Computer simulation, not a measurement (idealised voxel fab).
process module | voxel transistor to metal
cross-section cut | 160 nm wide | cells 5 nm
A cross-section is a grid of square cells, given in bands from the top down. A band is one or more rows of cells.
Each band's line starts with the height of the band's top and of its bottom, in nm. Then come its materials from left to right, each with its width in nm. One material with "throughout" fills the band from edge to edge. "air" is empty space.
Height 0 is the level under which the wafer as received is all one material. The lowest band goes on downwards, as in "0 down".
A width such as "30 to 40" changes by the same amount from each row of cells to the next, from the band's top row to its bottom row.
"no change" after a step means that no cell of the cross-section changed.
closed voids: empty space of 8 cells or more with no open way to the top, each as width x height at its distance from the left edge, in nm
after a step's settings: what the simulator itself notes on the step
overlay nm, on a step with a mask: how far to the right of its planned place the mask lay; to the left if negative
plan
1 op RECEIVE | material Si
2 op CONFORMAL_DEP | material SiO2 | thk nm 5
3 op CONFORMAL_DEP | material SiN | thk nm 10
4 op PATTERN | tone cover | mask id ACTIVE | material resist | width nm 100 | thk nm 20 | overlay nm 0
5 op DIRECTIONAL_ETCH | etch materials SiN | depth nm 10
6 op DIRECTIONAL_ETCH | etch materials SiO2 | depth nm 5
7 op DIRECTIONAL_ETCH | etch materials Si | depth nm 30
8 op STRIP | etch materials resist
9 op OXIDIZE | depth nm 5
10 op FILL_DEP | material SiO2 | thk nm 15
11 op CMP | height nm 15
12 op SELECTIVE_ETCH | etch materials SiO2 | depth nm 5
13 op STRIP | etch materials SiN
14 op SELECTIVE_ETCH | etch materials SiO2 | depth nm 5
15 op OXIDIZE | depth nm 5
16 op DIRECTIONAL_DEP | material polySi | thk nm 25
17 op DIRECTIONAL_DEP | material SiCN | thk nm 15
18 op DIRECTIONAL_DEP | material aC | thk nm 15
19 op PATTERN | tone cover | mask id GATE | material resist | width nm 30 | thk nm 30 | overlay nm 0
20 op DIRECTIONAL_ETCH | etch materials aC | depth nm 15
21 op STRIP | etch materials resist
22 op DIRECTIONAL_ETCH | etch materials SiCN | depth nm 25
23 op DIRECTIONAL_ETCH | etch materials polySi | depth nm 35
24 op STRIP | etch materials aC
25 op CONFORMAL_DEP | material SiN | thk nm 5
26 op DIRECTIONAL_ETCH | etch materials SiN | depth nm 5
27 op DIRECTIONAL_ETCH | etch materials SiO2 | depth nm 5
28 op DIRECTIONAL_ETCH | etch materials Si | depth nm 15
29 op EPI | material pSi | thk nm 15
30 op FILL_DEP | material SiO2 | thk nm 10
31 op CMP | height nm 25
32 op STRIP | etch materials polySi
33 op SELECTIVE_ETCH | etch materials SiO2 | depth nm 5
34 op CONFORMAL_DEP | material HfO2 | thk nm 5
35 op CONFORMAL_DEP | material TiN | thk nm 5
36 op FILL_DEP | material W | thk nm 5
37 op CMP | height nm 20
38 op DIRECTIONAL_DEP | material SiO2 | thk nm 10
39 op MASKED_ETCH | tone open | mask id CONTACT | width nm 15 | pitch nm 75 | etch materials SiO2 | depth nm 35 | overlay nm 0
40 op CONFORMAL_DEP | material TiN | thk nm 5
41 op FILL_DEP | material Ru | thk nm 5
42 op CMP | height nm 30
43 op CONFORMAL_DEP | material SiN | thk nm 5
44 op DIRECTIONAL_DEP | material SiO2 | thk nm 25
45 op PATTERN | tone open | mask id METAL_1 | material resist | width nm 15 | pitch nm 75 | thk nm 20 | overlay nm 0
46 op DIRECTIONAL_ETCH | etch materials SiO2 | depth nm 25
47 op DIRECTIONAL_ETCH | etch materials SiN | depth nm 5
48 op STRIP | etch materials resist
49 op CONFORMAL_DEP | material TiN | thk nm 5
50 op FILL_DEP | material Cu | thk nm 10
51 op CMP | height nm 60
52 op EPI | material Ru | thk nm 5
53 op FILL_DEP | material SiCN | thk nm 5
as received, after step 1
  0 down: Si throughout
  closed voids: none
a wafer at the end: this start, this plan, one mistake
  70 to 65: SiCN throughout
  65 to 60: SiCN 30 | Ru 25 | SiCN 50 | Ru 25 | SiCN 30
  60 to 35: SiO2 35 | TiN 5 | Cu 5 | TiN 5 | SiO2 60 | TiN 5 | Cu 5 | TiN 5 | SiO2 35
  35 to 30: SiN 35 | TiN 15 | SiN 60 | TiN 15 | SiN 35
  30 to 20: SiO2 35 | TiN 5 | Ru 10 | TiN 5 | SiO2 55 | TiN 5 | Ru 10 | TiN 5 | SiO2 30
  20 to 15: SiO2 35 | TiN 5 | Ru 10 | TiN 5 | SiO2 5 | SiN 5 | HfO2 5 | TiN 5 | W 10 | TiN 5 | HfO2 5 | SiN 5 | SiO2 10 | TiN 5 | Ru 10 | TiN 5 | SiO2 30
  15 to 10: SiO2 35 | TiN 20 | SiO2 5 | SiN 5 | HfO2 5 | TiN 5 | W 10 | TiN 5 | HfO2 5 | SiN 5 | SiO2 10 | TiN 10 | Ru 5 | TiN 5 | SiO2 30
  10 to 5: SiO2 35 | TiN 10 | pSi 15 | SiN 5 | HfO2 5 | TiN 5 | W 10 | TiN 5 | HfO2 5 | SiN 5 | pSi 15 | TiN 5 | Ru 5 | TiN 5 | SiO2 30
  5 to 0: SiO2 25 | SiN 5 | SiO2 5 | TiN 10 | pSi 15 | SiN 5 | HfO2 5 | TiN 20 | HfO2 5 | SiN 5 | pSi 15 | TiN 5 | Ru 5 | TiN 5 | SiN 5 | SiO2 25
  0 to -5: SiO2 35 | TiN 10 | pSi 15 | HfO2 40 | pSi 15 | TiN 15 | SiO2 30
  -5 to -20: SiO2 35 | pSi 25 | Si 40 | pSi 25 | SiO2 35
  -20 to -35: SiO2 35 | Si 90 | SiO2 35
  -35 down: Si throughout
  closed voids: none
what went wrong: step 39 ran as: op MASKED_ETCH | tone open | mask id CONTACT | width nm 20 | pitch nm 75 | etch materials SiO2 | depth nm 35 | overlay nm 0
